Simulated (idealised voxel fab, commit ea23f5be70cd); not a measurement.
process module | voxel ribs on slabs
FYI the section here is cut, 270 nm wide, cells are 5 nm squares.
Heads up, the way a cross-section reads in here is a grid of square cells, handed over as bands from the top down, with every band being one or more rows of cells. Within each band entry, the heights of the top and of the bottom of the band appear first, in that order and in nm; the materials of the band then follow from left to right, each with its corresponding width in nm. The designation "edge to edge" on a single material indicates that it fills the band from edge to edge; the designation "air" indicates empty space. Height is counted from the level 0, under which the received wafer is composed throughout of one material. The lowest of the bands is not closed at the bottom but continues downward, in the notation "z 0 and below". The width entry "30->40" should be interpreted row by row: the top row of cells in the band takes the first number, the bottom row takes the second number, and the change between adjacent rows is uniform throughout. The designation "no change occurred", where it is given for a processing step, indicates that no cell of the cross-section was altered in the course of that step. "Closed void catalog": empty spaces of 8 cells or more with no open way to the top, each given as width x height at distance, distance from the left edge, all in nm. Read whatever lies past the settings on a step's line as the simulator's own remark about the step. overlay nm: step with mask; distance mask lay right of planned place; negative value = left of planned place. Note: before/after cross-section pairs follow, one process step per pair, after-side truncated at the lowest changed band, step and settings given beneath. Different runs of this module on the same starting wafer may supply the pairs; a pair continues the one above only where the "Before the step" entry says so.
Before the step:
z 0 and below  Si edge to edge
Closed void catalog: none
Resulting Structure:
z 20 to 0  SiO2 edge to edge
Below 0 it's all the same as before, nothing changed down there.
Closed void catalog: none
Looking at the two cross-sections above, the step in the middle is op DIRECTIONAL_DEP | material SiO2 | thk nm 20
Before the step: no separate figure, the pair right above already shows it after its step.
Resulting Structure:
z 35 to 20  polySi edge to edge
Below 20 it's all the same as before, nothing changed down there.
Closed void catalog: none
Looking at the two cross-sections above, the step in the middle is op DIRECTIONAL_DEP | material polySi | thk nm 15
Before the step: no separate figure, the pair right above already shows it after its step.
Resulting Structure:
z 35 to 30  air (120), polySi (30), air (120)
Below 30 it's all the same as before, nothing changed down there.
Closed void catalog: none
Looking at the two cross-sections above, the step in the middle is op MASKED_ETCH | tone cover | mask id RIB | width nm 30 | etch materials polySi | depth nm 5 | overlay nm 0
Before the step: no separate figure, the pair right above already shows it after its step.
Resulting Structure:
z 50 to 35  air (105), resist (60), air (105)
z 35 to 30  air (105), resist (15), polySi (30), resist (15), air (105)
Below 30 it's all the same as before, nothing changed down there.
Closed void catalog: none
Looking at the two cross-sections above, the step in the middle is op PATTERN | tone cover | mask id SLAB | material resist | width nm 60 | thk nm 15 | overlay nm 0
Before the step: no separate figure, the pair right above already shows it after its step.
Resulting Structure:
z 50 to 35  air (105), resist (60), air (105)
z 35 to 30  air (105), resist (15), polySi (30), resist (15), air (105)
z 30 to 20  air (105), polySi (60), air (105)
Below 20 it's all the same as before, nothing changed down there.
Closed void catalog: none
Looking at the two cross-sections above, the step in the middle is op DIRECTIONAL_ETCH | etch materials polySi | depth nm 10
Before the step: no separate figure, the pair right above already shows it after its step.
Resulting Structure:
z 35 to 30  air (120), polySi (30), air (120)
Below 30 it's all the same as before, nothing changed down there.
Closed void catalog: none
Looking at the two cross-sections above, the step in the middle is op STRIP | etch materials resist
Before the step: no separate figure, the pair right above already shows it after its step.
Resulting Structure:
z 55 to 35  SiO2 edge to edge
z 35 to 30  SiO2 (120), polySi (30), SiO2 (120)
z 30 to 20  SiO2 (105), polySi (60), SiO2 (105)
Below 20 it's all the same as before, nothing changed down there.
Closed void catalog: none
Looking at the two cross-sections above, the step in the middle is op FILL_DEP | material SiO2 | thk nm 20
Before the step: no separate figure, the pair right above already shows it after its step.
Resulting Structure:
z 50 to 35  SiO2 edge to edge
Below 35 it's all the same as before, nothing changed down there.
Closed void catalog: none
Looking at the two cross-sections above, the step in the middle is op CMP | height nm 50
Before the step: no separate figure, the pair right above already shows it after its step.
Resulting Structure:
z 55 to 50  W edge to edge
Below 50 it's all the same as before, nothing changed down there.
Closed void catalog: none
Looking at the two cross-sections above, the step in the middle is op DIRECTIONAL_DEP | material W | thk nm 5
Before the step: no separate figure, the pair right above already shows it after its step.
Resulting Structure:
z 65 to 55  aC edge to edge
Below 55 it's all the same as before, nothing changed down there.
Closed void catalog: none
Looking at the two cross-sections above, the step in the middle is op DIRECTIONAL_DEP | material aC | thk nm 10
Before the step: no separate figure, the pair right above already shows it after its step.
Resulting Structure:
z 90 to 65  air (115), resist (40), air (115)
Below 65 it's all the same as before, nothing changed down there.
Closed void catalog: none
Looking at the two cross-sections above, the step in the middle is op PATTERN | tone cover | mask id HEATER | material resist | width nm 40 | thk nm 25 | overlay nm 0
Before the step: no separate figure, the pair right above already shows it after its step.
Resulting Structure:
z 80 to 65  air (115), resist (40), air (115)
z 65 to 55  air (115), aC (40), air (115)
Below 55 it's all the same as before, nothing changed down there.
Closed void catalog: none
Looking at the two cross-sections above, the step in the middle is op DIRECTIONAL_ETCH | etch materials aC | depth nm 10
Before the step: no separate figure, the pair right above already shows it after its step.
Resulting Structure:
z 65 to 55  air (115), aC (40), air (115)
Below 55 it's all the same as before, nothing changed down there.
Closed void catalog: none
Looking at the two cross-sections above, the step in the middle is op STRIP | etch materials resist
Before the step: no separate figure, the pair right above already shows it after its step.
Resulting Structure:
z 65 to 55  air (115), aC (40), air (115)
z 55 to 50  air (115), W (40), air (115)
Below 50 it's all the same as before, nothing changed down there.
Closed void catalog: none
Looking at the two cross-sections above, the step in the middle is op DIRECTIONAL_ETCH | etch materials W | depth nm 5
Before the step: no separate figure, the pair right above already shows it after its step.
Resulting Structure:
z 55 to 50  air (115), W (40), air (115)
Below 50 it's all the same as before, nothing changed down there.
Closed void catalog: none
Looking at the two cross-sections above, the step in the middle is op STRIP | etch materials aC
Before the step: no separate figure, the pair right above already shows it after its step.
Resulting Structure:
z 60 to 55  air (110), SiO2 (50), air (110)
z 55 to 50  SiO2 (115), W (40), SiO2 (115)
Below 50 it's all the same as before, nothing changed down there.
Closed void catalog: none
Looking at the two cross-sections above, the step in the middle is op CONFORMAL_DEP | material SiO2 | thk nm 5
Before the step:
z 20 to 0  SiO2 edge to edge
z 0 and below  Si edge to edge
Closed void catalog: none
Resulting Structure:
z 40 to 0  SiO2 edge to edge
Below 0 it's all the same as before, nothing changed down there.
Closed void catalog: none
Looking at the two cross-sections above, the step in the middle is op DIRECTIONAL_DEP | material SiO2 | thk nm 20
Before the step: no separate figure, the pair right above already shows it after its step.
Resulting Structure:
z 55 to 40  polySi edge to edge
Below 40 it's all the same as before, nothing changed down there.
Closed void catalog: none
Looking at the two cross-sections above, the step in the middle is op DIRECTIONAL_DEP | material polySi | thk nm 15
Before the step: no separate figure, the pair right above already shows it after its step.
Resulting Structure:
z 55 to 50  air (120), polySi (30), air (120)
Below 50 it's all the same as before, nothing changed down there.
Closed void catalog: none
Looking at the two cross-sections above, the step in the middle is op MASKED_ETCH | tone cover | mask id RIB | width nm 30 | etch materials polySi | depth nm 5 | overlay nm 0
Before the step: no separate figure, the pair right above already shows it after its step.
Resulting Structure:
z 70 to 55  air (105), resist (60), air (105)
z 55 to 50  air (105), resist (15), polySi (30), resist (15), air (105)
Below 50 it's all the same as before, nothing changed down there.
Closed void catalog: none
Looking at the two cross-sections above, the step in the middle is op PATTERN | tone cover | mask id SLAB | material resist | width nm 60 | thk nm 15 | overlay nm 0
Before the step: no separate figure, the pair right above already shows it after its step.
Resulting Structure:
z 70 to 55  air (105), resist (60), air (105)
z 55 to 50  air (105), resist (15), polySi (30), resist (15), air (105)
z 50 to 40  air (105), polySi (60), air (105)
Below 40 it's all the same as before, nothing changed down there.
Closed void catalog: none
Looking at the two cross-sections above, the step in the middle is op DIRECTIONAL_ETCH | etch materials polySi | depth nm 10
Before the step: no separate figure, the pair right above already shows it after its step.
Resulting Structure:
z 55 to 50  air (120), polySi (30), air (120)
Below 50 it's all the same as before, nothing changed down there.
Closed void catalog: none
Looking at the two cross-sections above, the step in the middle is op STRIP | etch materials resist
Before the step: no separate figure, the pair right above already shows it after its step.
Resulting Structure:
z 75 to 55  SiO2 edge to edge
z 55 to 50  SiO2 (120), polySi (30), SiO2 (120)
z 50 to 40  SiO2 (105), polySi (60), SiO2 (105)
Below 40 it's all the same as before, nothing changed down there.
Closed void catalog: none
Looking at the two cross-sections above, the step in the middle is op FILL_DEP | material SiO2 | thk nm 20
Before the step: no separate figure, the pair right above already shows it after its step.
Resulting Structure:
z 50 to 40  SiO2 (105), polySi (60), SiO2 (105)
Below 40 it's all the same as before, nothing changed down there.
Closed void catalog: none
Looking at the two cross-sections above, the step in the middle is op CMP | height nm 50
Before the step: no separate figure, the pair right above already shows it after its step.
Resulting Structure:
z 55 to 50  W edge to edge
Below 50 it's all the same as before, nothing changed down there.
Closed void catalog: none
Looking at the two cross-sections above, the step in the middle is op DIRECTIONAL_DEP | material W | thk nm 5
Before the step: no separate figure, the pair right above already shows it after its step.
Resulting Structure:
z 65 to 55  aC edge to edge
Below 55 it's all the same as before, nothing changed down there.
Closed void catalog: none
Looking at the two cross-sections above, the step in the middle is op DIRECTIONAL_DEP | material aC | thk nm 10
Before the step: no separate figure, the pair right above already shows it after its step.
Resulting Structure:
z 90 to 65  air (115), resist (40), air (115)
Below 65 it's all the same as before, nothing changed down there.
Closed void catalog: none
Looking at the two cross-sections above, the step in the middle is op PATTERN | tone cover | mask id HEATER | material resist | width nm 40 | thk nm 25 | overlay nm 0
Before the step: no separate figure, the pair right above already shows it after its step.
Resulting Structure:
z 80 to 65  air (115), resist (40), air (115)
z 65 to 55  air (115), aC (40), air (115)
Below 55 it's all the same as before, nothing changed down there.
Closed void catalog: none
Looking at the two cross-sections above, the step in the middle is op DIRECTIONAL_ETCH | etch materials aC | depth nm 10
Before the step: no separate figure, the pair right above already shows it after its step.
Resulting Structure:
z 65 to 55  air (115), aC (40), air (115)
Below 55 it's all the same as before, nothing changed down there.
Closed void catalog: none
Looking at the two cross-sections above, the step in the middle is op STRIP | etch materials resist
Before the step: no separate figure, the pair right above already shows it after its step.
Resulting Structure:
z 65 to 55  air (115), aC (40), air (115)
z 55 to 50  air (115), W (40), air (115)
Below 50 it's all the same as before, nothing changed down there.
Closed void catalog: none
Looking at the two cross-sections above, the step in the middle is op DIRECTIONAL_ETCH | etch materials W | depth nm 5
Before the step: no separate figure, the pair right above already shows it after its step.
Resulting Structure:
z 55 to 50  air (115), W (40), air (115)
Below 50 it's all the same as before, nothing changed down there.
Closed void catalog: none
Looking at the two cross-sections above, the step in the middle is op STRIP | etch materials aC
Before the step: no separate figure, the pair right above already shows it after its step.
Resulting Structure:
z 60 to 55  air (110), SiO2 (50), air (110)
z 55 to 50  SiO2 (115), W (40), SiO2 (115)
Below 50 it's all the same as before, nothing changed down there.
Closed void catalog: none
Looking at the two cross-sections above, the step in the middle is op CONFORMAL_DEP | material SiO2 | thk nm 5
Before the step:
z 0 and below  Si edge to edge
Closed void catalog: none
Resulting Structure:
z 15 to 0  polySi edge to edge
Below 0 it's all the same as before, nothing changed down there.
Closed void catalog: none
Looking at the two cross-sections above, the step in the middle is op DIRECTIONAL_DEP | material polySi | thk nm 15
Before the step: no separate figure, the pair right above already shows it after its step.
Resulting Structure:
z 35 to 15  SiO2 edge to edge
Below 15 it's all the same as before, nothing changed down there.
Closed void catalog: none
Looking at the two cross-sections above, the step in the middle is op DIRECTIONAL_DEP | material SiO2 | thk nm 20
Before the step: no separate figure, the pair right above already shows it after its step.
Resulting Structure:
z 50 to 35  air (105), resist (60), air (105)
Below 35 it's all the same as before, nothing changed down there.
Closed void catalog: none
Looking at the two cross-sections above, the step in the middle is op PATTERN | tone cover | mask id SLAB | material resist | width nm 60 | thk nm 15 | overlay nm 0
Before the step: no separate figure, the pair right above already shows it after its step.
Resulting Structure:
z 35 to 15  SiO2 edge to edge
Below 15 it's all the same as before, nothing changed down there.
Closed void catalog: none
Looking at the two cross-sections above, the step in the middle is op STRIP | etch materials resist
Before the step: no separate figure, the pair right above already shows it after its step.
Resulting Structure:
z 55 to 15  SiO2 edge to edge
Below 15 it's all the same as before, nothing changed down there.
Closed void catalog: none
Looking at the two cross-sections above, the step in the middle is op FILL_DEP | material SiO2 | thk nm 20
Before the step: no separate figure, the pair right above already shows it after its step.
Resulting Structure:
z 50 to 15  SiO2 edge to edge
Below 15 it's all the same as before, nothing changed down there.
Closed void catalog: none
Looking at the two cross-sections above, the step in the middle is op CMP | height nm 50
Before the step: no separate figure, the pair right above already shows it after its step.
Resulting Structure:
z 55 to 50  W edge to edge
Below 50 it's all the same as before, nothing changed down there.
Closed void catalog: none
Looking at the two cross-sections above, the step in the middle is op DIRECTIONAL_DEP | material W | thk nm 5
Before the step: no separate figure, the pair right above already shows it after its step.
Resulting Structure:
z 65 to 55  aC edge to edge
Below 55 it's all the same as before, nothing changed down there.
Closed void catalog: none
Looking at the two cross-sections above, the step in the middle is op DIRECTIONAL_DEP | material aC | thk nm 10
Before the step: no separate figure, the pair right above already shows it after its step.
Resulting Structure:
z 90 to 65  air (115), resist (40), air (115)
Below 65 it's all the same as before, nothing changed down there.
Closed void catalog: none
Looking at the two cross-sections above, the step in the middle is op PATTERN | tone cover | mask id HEATER | material resist | width nm 40 | thk nm 25 | overlay nm 0
Before the step: no separate figure, the pair right above already shows it after its step.
Resulting Structure:
z 80 to 65  air (115), resist (40), air (115)
z 65 to 55  air (115), aC (40), air (115)
Below 55 it's all the same as before, nothing changed down there.
Closed void catalog: none
Looking at the two cross-sections above, the step in the middle is op DIRECTIONAL_ETCH | etch materials aC | depth nm 10
Before the step: no separate figure, the pair right above already shows it after its step.
Resulting Structure:
z 65 to 55  air (115), aC (40), air (115)
Below 55 it's all the same as before, nothing changed down there.
Closed void catalog: none
Looking at the two cross-sections above, the step in the middle is op STRIP | etch materials resist
Before the step: no separate figure, the pair right above already shows it after its step.
Resulting Structure:
z 65 to 55  air (115), aC (40), air (115)
z 55 to 50  air (115), W (40), air (115)
Below 50 it's all the same as before, nothing changed down there.
Closed void catalog: none
Looking at the two cross-sections above, the step in the middle is op DIRECTIONAL_ETCH | etch materials W | depth nm 5
Before the step: no separate figure, the pair right above already shows it after its step.
Resulting Structure:
z 55 to 50  air (115), W (40), air (115)
Below 50 it's all the same as before, nothing changed down there.
Closed void catalog: none
Looking at the two cross-sections above, the step in the middle is op STRIP | etch materials aC
Before the step: no separate figure, the pair right above already shows it after its step.
Resulting Structure:
z 60 to 55  air (110), SiO2 (50), air (110)
z 55 to 50  SiO2 (115), W (40), SiO2 (115)
Below 50 it's all the same as before, nothing changed down there.
Closed void catalog: none
Looking at the two cross-sections above, the step in the middle is op CONFORMAL_DEP | material SiO2 | thk nm 5
Before the step:
z 0 and below  Si edge to edge
Closed void catalog: none
Resulting Structure:
z 25 to 0  SiO2 edge to edge
Below 0 it's all the same as before, nothing changed down there.
Closed void catalog: none
Looking at the two cross-sections above, the step in the middle is op DIRECTIONAL_DEP | material SiO2 | thk nm 25
Before the step: no separate figure, the pair right above already shows it after its step.
Resulting Structure:
z 40 to 25  polySi edge to edge
Below 25 it's all the same as before, nothing changed down there.
Closed void catalog: none
Looking at the two cross-sections above, the step in the middle is op DIRECTIONAL_DEP | material polySi | thk nm 15
Before the step: no separate figure, the pair right above already shows it after its step.
Resulting Structure:
z 40 to 35  air (120), polySi (30), air (120)
Below 35 it's all the same as before, nothing changed down there.
Closed void catalog: none
Looking at the two cross-sections above, the step in the middle is op MASKED_ETCH | tone cover | mask id RIB | width nm 30 | etch materials polySi | depth nm 5 | overlay nm 0
Before the step: no separate figure, the pair right above already shows it after its step.
Resulting Structure:
z 55 to 40  air (105), resist (60), air (105)
z 40 to 35  air (105), resist (15), polySi (30), resist (15), air (105)
Below 35 it's all the same as before, nothing changed down there.
Closed void catalog: none
Looking at the two cross-sections above, the step in the middle is op PATTERN | tone cover | mask id SLAB | material resist | width nm 60 | thk nm 15 | overlay nm 0
Before the step: no separate figure, the pair right above already shows it after its step.
Resulting Structure:
z 55 to 40  air (105), resist (60), air (105)
z 40 to 35  air (105), resist (15), polySi (30), resist (15), air (105)
z 35 to 25  air (105), polySi (60), air (105)
Below 25 it's all the same as before, nothing changed down there.
Closed void catalog: none
Looking at the two cross-sections above, the step in the middle is op DIRECTIONAL_ETCH | etch materials polySi | depth nm 10
Before the step: no separate figure, the pair right above already shows it after its step.
Resulting Structure:
z 40 to 35  air (120), polySi (30), air (120)
Below 35 it's all the same as before, nothing changed down there.
Closed void catalog: none
Looking at the two cross-sections above, the step in the middle is op STRIP | etch materials resist
Before the step: no separate figure, the pair right above already shows it after its step.
Resulting Structure:
z 60 to 40  SiO2 edge to edge
z 40 to 35  SiO2 (120), polySi (30), SiO2 (120)
z 35 to 25  SiO2 (105), polySi (60), SiO2 (105)
Below 25 it's all the same as before, nothing changed down there.
Closed void catalog: none
Looking at the two cross-sections above, the step in the middle is op FILL_DEP | material SiO2 | thk nm 20
Before the step: no separate figure, the pair right above already shows it after its step.
Resulting Structure:
z 50 to 40  SiO2 edge to edge
Below 40 it's all the same as before, nothing changed down there.
Closed void catalog: none
Looking at the two cross-sections above, the step in the middle is op CMP | height nm 50
Before the step: no separate figure, the pair right above already shows it after its step.
Resulting Structure:
z 55 to 50  W edge to edge
Below 50 it's all the same as before, nothing changed down there.
Closed void catalog: none
Looking at the two cross-sections above, the step in the middle is op DIRECTIONAL_DEP | material W | thk nm 5
Before the step: no separate figure, the pair right above already shows it after its step.
Resulting Structure:
z 65 to 55  aC edge to edge
Below 55 it's all the same as before, nothing changed down there.
Closed void catalog: none
Looking at the two cross-sections above, the step in the middle is op DIRECTIONAL_DEP | material aC | thk nm 10
Before the step: no separate figure, the pair right above already shows it after its step.
Resulting Structure:
z 90 to 65  air (115), resist (40), air (115)
Below 65 it's all the same as before, nothing changed down there.
Closed void catalog: none
Looking at the two cross-sections above, the step in the middle is op PATTERN | tone cover | mask id HEATER | material resist | width nm 40 | thk nm 25 | overlay nm 0
Before the step: no separate figure, the pair right above already shows it after its step.
Resulting Structure:
z 80 to 65  air (115), resist (40), air (115)
z 65 to 55  air (115), aC (40), air (115)
Below 55 it's all the same as before, nothing changed down there.
Closed void catalog: none
Looking at the two cross-sections above, the step in the middle is op DIRECTIONAL_ETCH | etch materials aC | depth nm 10
Before the step: no separate figure, the pair right above already shows it after its step.
Resulting Structure:
z 65 to 55  air (115), aC (40), air (115)
Below 55 it's all the same as before, nothing changed down there.
Closed void catalog: none
Looking at the two cross-sections above, the step in the middle is op STRIP | etch materials resist
Before the step: no separate figure, the pair right above already shows it after its step.
Resulting Structure:
z 65 to 55  air (115), aC (40), air (115)
z 55 to 50  air (115), W (40), air (115)
Below 50 it's all the same as before, nothing changed down there.
Closed void catalog: none
Looking at the two cross-sections above, the step in the middle is op DIRECTIONAL_ETCH | etch materials W | depth nm 5
Before the step: no separate figure, the pair right above already shows it after its step.
Resulting Structure:
z 55 to 50  air (115), W (40), air (115)
Below 50 it's all the same as before, nothing changed down there.
Closed void catalog: none
Looking at the two cross-sections above, the step in the middle is op STRIP | etch materials aC
Before the step: no separate figure, the pair right above already shows it after its step.
Resulting Structure:
z 60 to 55  air (110), SiO2 (50), air (110)
z 55 to 50  SiO2 (115), W (40), SiO2 (115)
Below 50 it's all the same as before, nothing changed down there.
Closed void catalog: none
Looking at the two cross-sections above, the step in the middle is op CONFORMAL_DEP | material SiO2 | thk nm 5
Before the step:
z 35 to 20  polySi edge to edge
z 20 to 0  SiO2 edge to edge
z 0 and below  Si edge to edge
Closed void catalog: none
Resulting Structure:
z 35 to 30  air (125), polySi (20), air (125)
Below 30 it's all the same as before, nothing changed down there.
Closed void catalog: none
Looking at the two cross-sections above, the step in the middle is op MASKED_ETCH | tone cover | mask id RIB | width nm 20 | etch materials polySi | depth nm 5 | overlay nm 0
Before the step: no separate figure, the pair right above already shows it after its step.
Resulting Structure:
z 50 to 35  air (105), resist (60), air (105)
z 35 to 30  air (105), resist (20), polySi (20), resist (20), air (105)
Below 30 it's all the same as before, nothing changed down there.
Closed void catalog: none
Looking at the two cross-sections above, the step in the middle is op PATTERN | tone cover | mask id SLAB | material resist | width nm 60 | thk nm 15 | overlay nm 0
Before the step: no separate figure, the pair right above already shows it after its step.
Resulting Structure:
z 50 to 35  air (105), resist (60), air (105)
z 35 to 30  air (105), resist (20), polySi (20), resist (20), air (105)
z 30 to 20  air (105), polySi (60), air (105)
Below 20 it's all the same as before, nothing changed down there.
Closed void catalog: none
Looking at the two cross-sections above, the step in the middle is op DIRECTIONAL_ETCH | etch materials polySi | depth nm 10
Before the step: no separate figure, the pair right above already shows it after its step.
Resulting Structure:
z 35 to 30  air (125), polySi (20), air (125)
Below 30 it's all the same as before, nothing changed down there.
Closed void catalog: none
Looking at the two cross-sections above, the step in the middle is op STRIP | etch materials resist
Before the step: no separate figure, the pair right above already shows it after its step.
Resulting Structure:
z 55 to 35  SiO2 edge to edge
z 35 to 30  SiO2 (125), polySi (20), SiO2 (125)
z 30 to 20  SiO2 (105), polySi (60), SiO2 (105)
Below 20 it's all the same as before, nothing changed down there.
Closed void catalog: none
Looking at the two cross-sections above, the step in the middle is op FILL_DEP | material SiO2 | thk nm 20
Before the step: no separate figure, the pair right above already shows it after its step.
Resulting Structure:
z 50 to 35  SiO2 edge to edge
Below 35 it's all the same as before, nothing changed down there.
Closed void catalog: none
Looking at the two cross-sections above, the step in the middle is op CMP | height nm 50
Before the step: no separate figure, the pair right above already shows it after its step.
Resulting Structure:
z 55 to 50  W edge to edge
Below 50 it's all the same as before, nothing changed down there.
Closed void catalog: none
Looking at the two cross-sections above, the step in the middle is op DIRECTIONAL_DEP | material W | thk nm 5
Before the step: no separate figure, the pair right above already shows it after its step.
Resulting Structure:
z 65 to 55  aC edge to edge
Below 55 it's all the same as before, nothing changed down there.
Closed void catalog: none
Looking at the two cross-sections above, the step in the middle is op DIRECTIONAL_DEP | material aC | thk nm 10
Before the step: no separate figure, the pair right above already shows it after its step.
Resulting Structure:
z 90 to 65  air (115), resist (40), air (115)
Below 65 it's all the same as before, nothing changed down there.
Closed void catalog: none
Looking at the two cross-sections above, the step in the middle is op PATTERN | tone cover | mask id HEATER | material resist | width nm 40 | thk nm 25 | overlay nm 0
Before the step: no separate figure, the pair right above already shows it after its step.
Resulting Structure:
z 80 to 65  air (115), resist (40), air (115)
z 65 to 55  air (115), aC (40), air (115)
Below 55 it's all the same as before, nothing changed down there.
Closed void catalog: none
Looking at the two cross-sections above, the step in the middle is op DIRECTIONAL_ETCH | etch materials aC | depth nm 10
Before the step: no separate figure, the pair right above already shows it after its step.
Resulting Structure:
z 65 to 55  air (115), aC (40), air (115)
Below 55 it's all the same as before, nothing changed down there.
Closed void catalog: none
Looking at the two cross-sections above, the step in the middle is op STRIP | etch materials resist
Before the step: no separate figure, the pair right above already shows it after its step.
Resulting Structure:
z 65 to 55  air (115), aC (40), air (115)
z 55 to 50  air (115), W (40), air (115)
Below 50 it's all the same as before, nothing changed down there.
Closed void catalog: none
Looking at the two cross-sections above, the step in the middle is op DIRECTIONAL_ETCH | etch materials W | depth nm 5
Before the step: no separate figure, the pair right above already shows it after its step.
Resulting Structure:
z 55 to 50  air (115), W (40), air (115)
Below 50 it's all the same as before, nothing changed down there.
Closed void catalog: none
Looking at the two cross-sections above, the step in the middle is op STRIP | etch materials aC
Before the step: no separate figure, the pair right above already shows it after its step.
Resulting Structure:
z 60 to 55  air (110), SiO2 (50), air (110)
z 55 to 50  SiO2 (115), W (40), SiO2 (115)
Below 50 it's all the same as before, nothing changed down there.
Closed void catalog: none
Looking at the two cross-sections above, the step in the middle is op CONFORMAL_DEP | material SiO2 | thk nm 5
Before the step:
z 35 to 20  polySi edge to edge
z 20 to 0  SiO2 edge to edge
z 0 and below  Si edge to edge
Closed void catalog: none
Resulting Structure:
z 35 to 30  air (115), polySi (30), air (125)
Below 30 it's all the same as before, nothing changed down there.
Closed void catalog: none
Looking at the two cross-sections above, the step in the middle is op MASKED_ETCH | tone cover | mask id RIB | width nm 30 | etch materials polySi | depth nm 5 | overlay nm -5
Before the step: no separate figure, the pair right above already shows it after its step.
Resulting Structure:
z 50 to 35  air (105), resist (60), air (105)
z 35 to 30  air (105), resist (10), polySi (30), resist (20), air (105)
Below 30 it's all the same as before, nothing changed down there.
Closed void catalog: none
Looking at the two cross-sections above, the step in the middle is op PATTERN | tone cover | mask id SLAB | material resist | width nm 60 | thk nm 15 | overlay nm 0
Before the step: no separate figure, the pair right above already shows it after its step.
Resulting Structure:
z 50 to 35  air (105), resist (60), air (105)
z 35 to 30  air (105), resist (10), polySi (30), resist (20), air (105)
z 30 to 20  air (105), polySi (60), air (105)
Below 20 it's all the same as before, nothing changed down there.
Closed void catalog: none
Looking at the two cross-sections above, the step in the middle is op DIRECTIONAL_ETCH | etch materials polySi | depth nm 10
Before the step: no separate figure, the pair right above already shows it after its step.
Resulting Structure:
z 35 to 30  air (115), polySi (30), air (125)
Below 30 it's all the same as before, nothing changed down there.
Closed void catalog: none
Looking at the two cross-sections above, the step in the middle is op STRIP | etch materials resist
Before the step: no separate figure, the pair right above already shows it after its step.
Resulting Structure:
z 55 to 35  SiO2 edge to edge
z 35 to 30  SiO2 (115), polySi (30), SiO2 (125)
z 30 to 20  SiO2 (105), polySi (60), SiO2 (105)
Below 20 it's all the same as before, nothing changed down there.
Closed void catalog: none
Looking at the two cross-sections above, the step in the middle is op FILL_DEP | material SiO2 | thk nm 20
Before the step: no separate figure, the pair right above already shows it after its step.
Resulting Structure:
z 50 to 35  SiO2 edge to edge
Below 35 it's all the same as before, nothing changed down there.
Closed void catalog: none
Looking at the two cross-sections above, the step in the middle is op CMP | height nm 50
Before the step: no separate figure, the pair right above already shows it after its step.
Resulting Structure:
z 55 to 50  W edge to edge
Below 50 it's all the same as before, nothing changed down there.
Closed void catalog: none
Looking at the two cross-sections above, the step in the middle is op DIRECTIONAL_DEP | material W | thk nm 5
Before the step: no separate figure, the pair right above already shows it after its step.
Resulting Structure:
z 65 to 55  aC edge to edge
Below 55 it's all the same as before, nothing changed down there.
Closed void catalog: none
Looking at the two cross-sections above, the step in the middle is op DIRECTIONAL_DEP | material aC | thk nm 10
Before the step: no separate figure, the pair right above already shows it after its step.
Resulting Structure:
z 90 to 65  air (115), resist (40), air (115)
Below 65 it's all the same as before, nothing changed down there.
Closed void catalog: none
Looking at the two cross-sections above, the step in the middle is op PATTERN | tone cover | mask id HEATER | material resist | width nm 40 | thk nm 25 | overlay nm 0
Before the step: no separate figure, the pair right above already shows it after its step.
Resulting Structure:
z 80 to 65  air (115), resist (40), air (115)
z 65 to 55  air (115), aC (40), air (115)
Below 55 it's all the same as before, nothing changed down there.
Closed void catalog: none
Looking at the two cross-sections above, the step in the middle is op DIRECTIONAL_ETCH | etch materials aC | depth nm 10
Before the step: no separate figure, the pair right above already shows it after its step.
Resulting Structure:
z 65 to 55  air (115), aC (40), air (115)
Below 55 it's all the same as before, nothing changed down there.
Closed void catalog: none
Looking at the two cross-sections above, the step in the middle is op STRIP | etch materials resist
Before the step: no separate figure, the pair right above already shows it after its step.
Resulting Structure:
z 65 to 55  air (115), aC (40), air (115)
z 55 to 50  air (115), W (40), air (115)
Below 50 it's all the same as before, nothing changed down there.
Closed void catalog: none
Looking at the two cross-sections above, the step in the middle is op DIRECTIONAL_ETCH | etch materials W | depth nm 5
Before the step: no separate figure, the pair right above already shows it after its step.
Resulting Structure:
z 55 to 50  air (115), W (40), air (115)
Below 50 it's all the same as before, nothing changed down there.
Closed void catalog: none
Looking at the two cross-sections above, the step in the middle is op STRIP | etch materials aC
Before the step: no separate figure, the pair right above already shows it after its step.
Resulting Structure:
z 60 to 55  air (110), SiO2 (50), air (110)
z 55 to 50  SiO2 (115), W (40), SiO2 (115)
Below 50 it's all the same as before, nothing changed down there.
Closed void catalog: none
Looking at the two cross-sections above, the step in the middle is op CONFORMAL_DEP | material SiO2 | thk nm 5
Before the step:
z 35 to 30  air (120), polySi (30), air (120)
z 30 to 20  air (105), polySi (60), air (105)
z 20 to 0  SiO2 edge to edge
z 0 and below  Si edge to edge
Closed void catalog: none
Resulting Structure:
z 55 to 35  W edge to edge
z 35 to 30  W (120), polySi (30), W (120)
z 30 to 20  W (105), polySi (60), W (105)
Below 20 it's all the same as before, nothing changed down there.
Closed void catalog: none
Looking at the two cross-sections above, the step in the middle is op FILL_DEP | material W | thk nm 20
Before the step: no separate figure, the pair right above already shows it after its step.
Resulting Structure:
z 50 to 35  W edge to edge
Below 35 it's all the same as before, nothing changed down there.
Closed void catalog: none
Looking at the two cross-sections above, the step in the middle is op CMP | height nm 50
Before the step: no separate figure, the pair right above already shows it after its step.
Resulting Structure:
z 55 to 35  W edge to edge
Below 35 it's all the same as before, nothing changed down there.
Closed void catalog: none
Looking at the two cross-sections above, the step in the middle is op DIRECTIONAL_DEP | material W | thk nm 5
Before the step: no separate figure, the pair right above already shows it after its step.
Resulting Structure:
z 65 to 55  aC edge to edge
Below 55 it's all the same as before, nothing changed down there.
Closed void catalog: none
Looking at the two cross-sections above, the step in the middle is op DIRECTIONAL_DEP | material aC | thk nm 10
Before the step: no separate figure, the pair right above already shows it after its step.
Resulting Structure:
z 90 to 65  air (115), resist (40), air (115)
Below 65 it's all the same as before, nothing changed down there.
Closed void catalog: none
Looking at the two cross-sections above, the step in the middle is op PATTERN | tone cover | mask id HEATER | material resist | width nm 40 | thk nm 25 | overlay nm 0
Before the step: no separate figure, the pair right above already shows it after its step.
Resulting Structure:
z 80 to 65  air (115), resist (40), air (115)
z 65 to 55  air (115), aC (40), air (115)
Below 55 it's all the same as before, nothing changed down there.
Closed void catalog: none
Looking at the two cross-sections above, the step in the middle is op DIRECTIONAL_ETCH | etch materials aC | depth nm 10
Before the step: no separate figure, the pair right above already shows it after its step.
Resulting Structure:
z 65 to 55  air (115), aC (40), air (115)
Below 55 it's all the same as before, nothing changed down there.
Closed void catalog: none
Looking at the two cross-sections above, the step in the middle is op STRIP | etch materials resist
Before the step: no separate figure, the pair right above already shows it after its step.
Resulting Structure:
z 65 to 55  air (115), aC (40), air (115)
z 55 to 50  air (115), W (40), air (115)
Below 50 it's all the same as before, nothing changed down there.
Closed void catalog: none
Looking at the two cross-sections above, the step in the middle is op DIRECTIONAL_ETCH | etch materials W | depth nm 5
Before the step: no separate figure, the pair right above already shows it after its step.
Resulting Structure:
z 55 to 50  air (115), W (40), air (115)
Below 50 it's all the same as before, nothing changed down there.
Closed void catalog: none
Looking at the two cross-sections above, the step in the middle is op STRIP | etch materials aC
